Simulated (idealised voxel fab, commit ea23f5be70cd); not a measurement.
The process module that follows is named voxel self aligned vias.
Pictured: cross-section cut, 140 nm wide, on a grid of 5 nm square cells.
Cross-section format: a grid of square cells, given as bands from top to bottom; each band is one or more rows of cells. What a band's entry tells you: where the top is and where the bottom is, as heights in nm, and after that what lies inside, material by material from left to right, each with its width in nm. Empty space is written as the word "blank", and a single material marked with the word "all across" occupies the band from edge to edge. All heights in this document are referenced to 0, defined as the level beneath which the wafer, as received, consists entirely of one material. The lowest band is not bounded below; it extends indefinitely downward and is written in the form "0 down". Top row gets the first number, bottom row gets the second, and each row in between changes by the same step: that is how a band width like "30->40" works. Where a step carries "no change", the cross-section came out of it unchanged, cell for cell. So "Sealed voids" is basically the list of trapped voids: any empty space of 8 cells or more that can't reach the top through an opening. They're written width x height at distance, the distance being from the left edge, and it's all nm. Read whatever lies past the settings on a step's line as the simulator's own remark about the step. A step's line can hold "overlay nm"; with a mask on that step, the setting says how far right of the planned place the mask lay, while a negative setting says it lay to the left. Reading key. Pairs: pre-step and post-step cross-section, one process step apart; post-step view only to lowest changed band. Step between + settings: beneath pair. Runs: pairs may be from different runs of this module, same starting wafer. Continuation from pair above: only where "Pre-step view" entry says.

**Pre-step view**
- 75 to 55 | resist 25 nm, blank 35 nm, resist 80 nm
- 55 to 40 | SiO2 25 nm, blank 35 nm, SiO2 80 nm
- 40 to 30 | SiO2 35 nm, SiN 15 nm, SiO2 35 nm, SiN 15 nm, SiO2 40 nm
- 30 to 25 | SiO2 35 nm, TiN 5 nm, W 5 nm, TiN 5 nm, SiO2 35 nm, TiN 5 nm, W 5 nm, TiN 5 nm, SiO2 40 nm
- 25 to 20 | SiO2 35 nm, TiN 15 nm, SiO2 35 nm, TiN 15 nm, SiO2 40 nm
- 20 to 15 | SiCN all across
- 15 to 0 | SiO2 all across
- 0 down | Si all across
- Sealed voids: none

**Post-Step Geometry**
- 75 to 55 | resist 25 nm, blank 35 nm, resist 80 nm
- 55 to 40 | SiO2 25 nm, blank 35 nm, SiO2 80 nm
- 40 to 30 | SiO2 35 nm, blank 15 nm, SiO2 35 nm, SiN 15 nm, SiO2 40 nm
- Under 30: no change, same as before.
- Sealed voids: none
Step between the cross-sections above: DIRECTIONAL_ETCH | etch materials SiN | depth nm 10

Pre-step view: it's just the after picture from the pair right above this one.

**Post-Step Geometry**
- 55 to 40 | SiO2 25 nm, blank 35 nm, SiO2 80 nm
- Under 40: no change, same as before.
- Sealed voids: none
Step between the cross-sections above: STRIP | etch materials resist

Pre-step view: it's just the after picture from the pair right above this one.

**Post-Step Geometry**
- 60 to 55 | TiN 30 nm, blank 25 nm, TiN 85 nm
- 55 to 45 | SiO2 25 nm, TiN 5 nm, blank 25 nm, TiN 5 nm, SiO2 80 nm
- 45 to 40 | SiO2 25 nm, TiN 15 nm, blank 5 nm, TiN 15 nm, SiO2 80 nm
- 40 to 35 | SiO2 35 nm, TiN 5 nm, blank 5 nm, TiN 5 nm, SiO2 35 nm, SiN 15 nm, SiO2 40 nm
- 35 to 30 | SiO2 35 nm, TiN 15 nm, SiO2 35 nm, SiN 15 nm, SiO2 40 nm
- Under 30: no change, same as before.
- Sealed voids: none
Step between the cross-sections above: CONFORMAL_DEP | material TiN | thk nm 5

Pre-step view: it's just the after picture from the pair right above this one.

**Post-Step Geometry**
- 70 to 60 | Cu all across
- 60 to 55 | TiN 30 nm, Cu 25 nm, TiN 85 nm
- 55 to 45 | SiO2 25 nm, TiN 5 nm, Cu 25 nm, TiN 5 nm, SiO2 80 nm
- 45 to 40 | SiO2 25 nm, TiN 15 nm, Cu 5 nm, TiN 15 nm, SiO2 80 nm
- 40 to 35 | SiO2 35 nm, TiN 5 nm, Cu 5 nm, TiN 5 nm, SiO2 35 nm, SiN 15 nm, SiO2 40 nm
- Under 35: no change, same as before.
- Sealed voids: none
Step between the cross-sections above: FILL_DEP | material Cu | thk nm 10

Pre-step view: it's just the after picture from the pair right above this one.

**Post-Step Geometry**
- 55 to 45 | SiO2 25 nm, TiN 5 nm, Cu 25 nm, TiN 5 nm, SiO2 80 nm
- Under 45: no change, same as before.
- Sealed voids: none
Step between the cross-sections above: CMP | height nm 55

Pre-step view: it's just the after picture from the pair right above this one.

**Post-Step Geometry**
- 60 to 55 | SiN all across
- Under 55: no change, same as before.
- Sealed voids: none
Step between the cross-sections above: CONFORMAL_DEP | material SiN | thk nm 5

**Pre-step view**
- 40 to 20 | SiO2 all across
- 20 to 15 | SiCN all across
- 15 to 0 | SiO2 all across
- 0 down | Si all across
- Sealed voids: none

**Post-Step Geometry**
- 40 to 20 | SiO2 20 nm, blank 25 nm, SiO2 25 nm, blank 25 nm, SiO2 45 nm
- Under 20: no change, same as before.
- Sealed voids: none
Step between the cross-sections above: MASKED_ETCH | tone open | mask id LINES | width nm 25 | pitch nm 50 | etch materials SiO2 | depth nm 20 | overlay nm -10

Pre-step view: it's just the after picture from the pair right above this one.

**Post-Step Geometry**
- 45 to 40 | TiN 25 nm, blank 15 nm, TiN 35 nm, blank 15 nm, TiN 50 nm
- 40 to 25 | SiO2 20 nm, TiN 5 nm, blank 15 nm, TiN 5 nm, SiO2 25 nm, TiN 5 nm, blank 15 nm, TiN 5 nm, SiO2 45 nm
- 25 to 20 | SiO2 20 nm, TiN 25 nm, SiO2 25 nm, TiN 25 nm, SiO2 45 nm
- Under 20: no change, same as before.
- Sealed voids: none
Step between the cross-sections above: CONFORMAL_DEP | material TiN | thk nm 5

Pre-step view: it's just the after picture from the pair right above this one.

**Post-Step Geometry**
- 55 to 45 | W all across
- 45 to 40 | TiN 25 nm, W 15 nm, TiN 35 nm, W 15 nm, TiN 50 nm
- 40 to 25 | SiO2 20 nm, TiN 5 nm, W 15 nm, TiN 5 nm, SiO2 25 nm, TiN 5 nm, W 15 nm, TiN 5 nm, SiO2 45 nm
- Under 25: no change, same as before.
- Sealed voids: none
Step between the cross-sections above: FILL_DEP | material W | thk nm 10

Pre-step view: it's just the after picture from the pair right above this one.

**Post-Step Geometry**
- 40 to 25 | SiO2 20 nm, TiN 5 nm, W 15 nm, TiN 5 nm, SiO2 25 nm, TiN 5 nm, W 15 nm, TiN 5 nm, SiO2 45 nm
- Under 25: no change, same as before.
- Sealed voids: none
Step between the cross-sections above: CMP | height nm 40

Pre-step view: it's just the after picture from the pair right above this one.

**Post-Step Geometry**
- 40 to 30 | SiO2 20 nm, blank 25 nm, SiO2 25 nm, blank 25 nm, SiO2 45 nm
- Under 30: no change, same as before.
- Sealed voids: none
Step between the cross-sections above: SELECTIVE_ETCH | etch materials W Ru TiN | depth nm 10

Pre-step view: it's just the after picture from the pair right above this one.

**Post-Step Geometry**
- 45 to 40 | SiN all across
- 40 to 30 | SiO2 20 nm, SiN 25 nm, SiO2 25 nm, SiN 25 nm, SiO2 45 nm
- Under 30: no change, same as before.
- Sealed voids: none
Step between the cross-sections above: FILL_DEP | material SiN | thk nm 5

Pre-step view: it's just the after picture from the pair right above this one.

**Post-Step Geometry**
- 40 to 30 | SiO2 20 nm, SiN 25 nm, SiO2 25 nm, SiN 25 nm, SiO2 45 nm
- Under 30: no change, same as before.
- Sealed voids: none
Step between the cross-sections above: CMP | height nm 40

Pre-step view: it's just the after picture from the pair right above this one.

**Post-Step Geometry**
- 55 to 40 | SiO2 all across
- Under 40: no change, same as before.
- Sealed voids: none
Step between the cross-sections above: DIRECTIONAL_DEP | material SiO2 | thk nm 15

Pre-step view: it's just the after picture from the pair right above this one.

**Post-Step Geometry**
- 75 to 55 | resist 25 nm, blank 35 nm, resist 80 nm
- Under 55: no change, same as before.
- Sealed voids: none
Step between the cross-sections above: PATTERN | tone open | mask id VIAS | material resist | width nm 35 | thk nm 20 | overlay nm 0

Pre-step view: it's just the after picture from the pair right above this one.

**Post-Step Geometry**
- 75 to 55 | resist 25 nm, blank 35 nm, resist 80 nm
- 55 to 40 | SiO2 25 nm, blank 35 nm, SiO2 80 nm
- Under 40: no change, same as before.
- Sealed voids: none
Step between the cross-sections above: DIRECTIONAL_ETCH | etch materials SiO2 | depth nm 15

Pre-step view: it's just the after picture from the pair right above this one.

**Post-Step Geometry**
- 75 to 55 | resist 25 nm, blank 35 nm, resist 80 nm
- 55 to 40 | SiO2 25 nm, blank 35 nm, SiO2 80 nm
- 40 to 30 | SiO2 20 nm, SiN 5 nm, blank 20 nm, SiO2 25 nm, SiN 25 nm, SiO2 45 nm
- Under 30: no change, same as before.
- Sealed voids: none
Step between the cross-sections above: DIRECTIONAL_ETCH | etch materials SiN | depth nm 10

Pre-step view: it's just the after picture from the pair right above this one.

**Post-Step Geometry**
- 55 to 40 | SiO2 25 nm, blank 35 nm, SiO2 80 nm
- Under 40: no change, same as before.
- Sealed voids: none
Step between the cross-sections above: STRIP | etch materials resist

Pre-step view: it's just the after picture from the pair right above this one.

**Post-Step Geometry**
- 60 to 55 | TiN 30 nm, blank 25 nm, TiN 85 nm
- 55 to 45 | SiO2 25 nm, TiN 5 nm, blank 25 nm, TiN 5 nm, SiO2 80 nm
- 45 to 40 | SiO2 25 nm, TiN 5 nm, blank 10 nm, TiN 20 nm, SiO2 80 nm
- 40 to 35 | SiO2 20 nm, SiN 5 nm, TiN 5 nm, blank 10 nm, TiN 5 nm, SiO2 25 nm, SiN 25 nm, SiO2 45 nm
- 35 to 30 | SiO2 20 nm, SiN 5 nm, TiN 20 nm, SiO2 25 nm, SiN 25 nm, SiO2 45 nm
- Under 30: no change, same as before.
- Sealed voids: none
Step between the cross-sections above: CONFORMAL_DEP | material TiN | thk nm 5

Pre-step view: it's just the after picture from the pair right above this one.

**Post-Step Geometry**
- 70 to 60 | Cu all across
- 60 to 55 | TiN 30 nm, Cu 25 nm, TiN 85 nm
- 55 to 45 | SiO2 25 nm, TiN 5 nm, Cu 25 nm, TiN 5 nm, SiO2 80 nm
- 45 to 40 | SiO2 25 nm, TiN 5 nm, Cu 10 nm, TiN 20 nm, SiO2 80 nm
- 40 to 35 | SiO2 20 nm, SiN 5 nm, TiN 5 nm, Cu 10 nm, TiN 5 nm, SiO2 25 nm, SiN 25 nm, SiO2 45 nm
- Under 35: no change, same as before.
- Sealed voids: none
Step between the cross-sections above: FILL_DEP | material Cu | thk nm 10

Pre-step view: it's just the after picture from the pair right above this one.

**Post-Step Geometry**
- 55 to 45 | SiO2 25 nm, TiN 5 nm, Cu 25 nm, TiN 5 nm, SiO2 80 nm
- Under 45: no change, same as before.
- Sealed voids: none
Step between the cross-sections above: CMP | height nm 55

Pre-step view: it's just the after picture from the pair right above this one.

**Post-Step Geometry**
- 60 to 55 | SiN all across
- Under 55: no change, same as before.
- Sealed voids: none
Step between the cross-sections above: CONFORMAL_DEP | material SiN | thk nm 5

**Pre-step view**
- 55 to 45 | SiO2 25 nm, TiN 5 nm, Cu 25 nm, TiN 5 nm, SiO2 80 nm
- 45 to 40 | SiO2 25 nm, TiN 10 nm, Cu 15 nm, TiN 10 nm, SiO2 80 nm
- 40 to 35 | SiO2 30 nm, TiN 5 nm, Cu 15 nm, TiN 5 nm, SiO2 25 nm, SiN 25 nm, SiO2 35 nm
- 35 to 30 | SiO2 30 nm, TiN 25 nm, SiO2 25 nm, SiN 25 nm, SiO2 35 nm
- 30 to 25 | SiO2 30 nm, TiN 5 nm, W 15 nm, TiN 5 nm, SiO2 25 nm, TiN 5 nm, W 15 nm, TiN 5 nm, SiO2 35 nm
- 25 to 20 | SiO2 30 nm, TiN 25 nm, SiO2 25 nm, TiN 25 nm, SiO2 35 nm
- 20 to 15 | SiCN all across
- 15 to 0 | SiO2 all across
- 0 down | Si all across
- Sealed voids: none

**Post-Step Geometry**
- 60 to 55 | Ru all across
- Under 55: no change, same as before.
- Sealed voids: none
Step between the cross-sections above: CONFORMAL_DEP | material Ru | thk nm 5

**Pre-step view**
- 40 to 20 | SiO2 all across
- 20 to 15 | SiCN all across
- 15 to 0 | SiO2 all across
- 0 down | Si all across
- Sealed voids: none

**Post-Step Geometry**
- 40 to 20 | blank 30 nm, SiO2 25 nm, blank 25 nm, SiO2 25 nm, blank 35 nm
- Under 20: no change, same as before.
- Sealed voids: none
Step between the cross-sections above: MASKED_ETCH | tone cover | mask id LINES | width nm 25 | pitch nm 50 | etch materials SiO2 | depth nm 20 | overlay nm 0

Pre-step view: it's just the after picture from the pair right above this one.

**Post-Step Geometry**
- 45 to 40 | blank 25 nm, TiN 35 nm, blank 15 nm, TiN 35 nm, blank 30 nm
- 40 to 25 | blank 25 nm, TiN 5 nm, SiO2 25 nm, TiN 5 nm, blank 15 nm, TiN 5 nm, SiO2 25 nm, TiN 5 nm, blank 30 nm
- 25 to 20 | TiN 30 nm, SiO2 25 nm, TiN 25 nm, SiO2 25 nm, TiN 35 nm
- Under 20: no change, same as before.
- Sealed voids: none
Step between the cross-sections above: CONFORMAL_DEP | material TiN | thk nm 5

Pre-step view: it's just the after picture from the pair right above this one.

**Post-Step Geometry**
- 55 to 45 | W all across
- 45 to 40 | W 25 nm, TiN 35 nm, W 15 nm, TiN 35 nm, W 30 nm
- 40 to 25 | W 25 nm, TiN 5 nm, SiO2 25 nm, TiN 5 nm, W 15 nm, TiN 5 nm, SiO2 25 nm, TiN 5 nm, W 30 nm
- Under 25: no change, same as before.
- Sealed voids: none
Step between the cross-sections above: FILL_DEP | material W | thk nm 10

Pre-step view: it's just the after picture from the pair right above this one.

**Post-Step Geometry**
- 40 to 25 | W 25 nm, TiN 5 nm, SiO2 25 nm, TiN 5 nm, W 15 nm, TiN 5 nm, SiO2 25 nm, TiN 5 nm, W 30 nm
- Under 25: no change, same as before.
- Sealed voids: none
Step between the cross-sections above: CMP | height nm 40

Pre-step view: it's just the after picture from the pair right above this one.

**Post-Step Geometry**
- 40 to 30 | blank 30 nm, SiO2 25 nm, blank 25 nm, SiO2 25 nm, blank 35 nm
- Under 30: no change, same as before.
- Sealed voids: none
Step between the cross-sections above: SELECTIVE_ETCH | etch materials W Ru TiN | depth nm 10

Pre-step view: it's just the after picture from the pair right above this one.

**Post-Step Geometry**
- 45 to 40 | SiN all across
- 40 to 30 | SiN 30 nm, SiO2 25 nm, SiN 25 nm, SiO2 25 nm, SiN 35 nm
- Under 30: no change, same as before.
- Sealed voids: none
Step between the cross-sections above: FILL_DEP | material SiN | thk nm 5

Pre-step view: it's just the after picture from the pair right above this one.

**Post-Step Geometry**
- 40 to 30 | SiN 30 nm, SiO2 25 nm, SiN 25 nm, SiO2 25 nm, SiN 35 nm
- Under 30: no change, same as before.
- Sealed voids: none
Step between the cross-sections above: CMP | height nm 40

Pre-step view: it's just the after picture from the pair right above this one.

**Post-Step Geometry**
- 55 to 40 | SiO2 all across
- Under 40: no change, same as before.
- Sealed voids: none
Step between the cross-sections above: DIRECTIONAL_DEP | material SiO2 | thk nm 15

Pre-step view: it's just the after picture from the pair right above this one.

**Post-Step Geometry**
- 75 to 55 | resist 25 nm, blank 35 nm, resist 80 nm
- Under 55: no change, same as before.
- Sealed voids: none
Step between the cross-sections above: PATTERN | tone open | mask id VIAS | material resist | width nm 35 | thk nm 20 | overlay nm 0

Pre-step view: it's just the after picture from the pair right above this one.

**Post-Step Geometry**
- 75 to 55 | resist 25 nm, blank 35 nm, resist 80 nm
- 55 to 40 | SiO2 25 nm, blank 35 nm, SiO2 80 nm
- Under 40: no change, same as before.
- Sealed voids: none
Step between the cross-sections above: DIRECTIONAL_ETCH | etch materials SiO2 | depth nm 15

Pre-step view: it's just the after picture from the pair right above this one.

**Post-Step Geometry**
- 75 to 55 | resist 25 nm, blank 35 nm, resist 80 nm
- 55 to 40 | SiO2 25 nm, blank 35 nm, SiO2 80 nm
- 40 to 30 | SiN 25 nm, blank 5 nm, SiO2 25 nm, blank 5 nm, SiN 20 nm, SiO2 25 nm, SiN 35 nm
- Under 30: no change, same as before.
- Sealed voids: none
Step between the cross-sections above: DIRECTIONAL_ETCH | etch materials SiN | depth nm 10

Pre-step view: it's just the after picture from the pair right above this one.

**Post-Step Geometry**
- 55 to 40 | SiO2 25 nm, blank 35 nm, SiO2 80 nm
- Under 40: no change, same as before.
- Sealed voids: none
Step between the cross-sections above: STRIP | etch materials resist

Pre-step view: it's just the after picture from the pair right above this one.

**Post-Step Geometry**
- 60 to 55 | TiN 30 nm, blank 25 nm, TiN 85 nm
- 55 to 45 | SiO2 25 nm, TiN 5 nm, blank 25 nm, TiN 5 nm, SiO2 80 nm
- 45 to 40 | SiO2 25 nm, TiN 35 nm, SiO2 80 nm
- 40 to 30 | SiN 25 nm, TiN 5 nm, SiO2 25 nm, TiN 5 nm, SiN 20 nm, SiO2 25 nm, SiN 35 nm
- Under 30: no change, same as before.
- Sealed voids: none
Step between the cross-sections above: CONFORMAL_DEP | material TiN | thk nm 5

Pre-step view: it's just the after picture from the pair right above this one.

**Post-Step Geometry**
- 70 to 60 | Cu all across
- 60 to 55 | TiN 30 nm, Cu 25 nm, TiN 85 nm
- 55 to 45 | SiO2 25 nm, TiN 5 nm, Cu 25 nm, TiN 5 nm, SiO2 80 nm
- Under 45: no change, same as before.
- Sealed voids: none
Step between the cross-sections above: FILL_DEP | material Cu | thk nm 10

Pre-step view: it's just the after picture from the pair right above this one.

**Post-Step Geometry**
- 55 to 45 | SiO2 25 nm, TiN 5 nm, Cu 25 nm, TiN 5 nm, SiO2 80 nm
- Under 45: no change, same as before.
- Sealed voids: none
Step between the cross-sections above: CMP | height nm 55

Pre-step view: it's just the after picture from the pair right above this one.

**Post-Step Geometry**
- 60 to 55 | SiN all across
- Under 55: no change, same as before.
- Sealed voids: none
Step between the cross-sections above: CONFORMAL_DEP | material SiN | thk nm 5
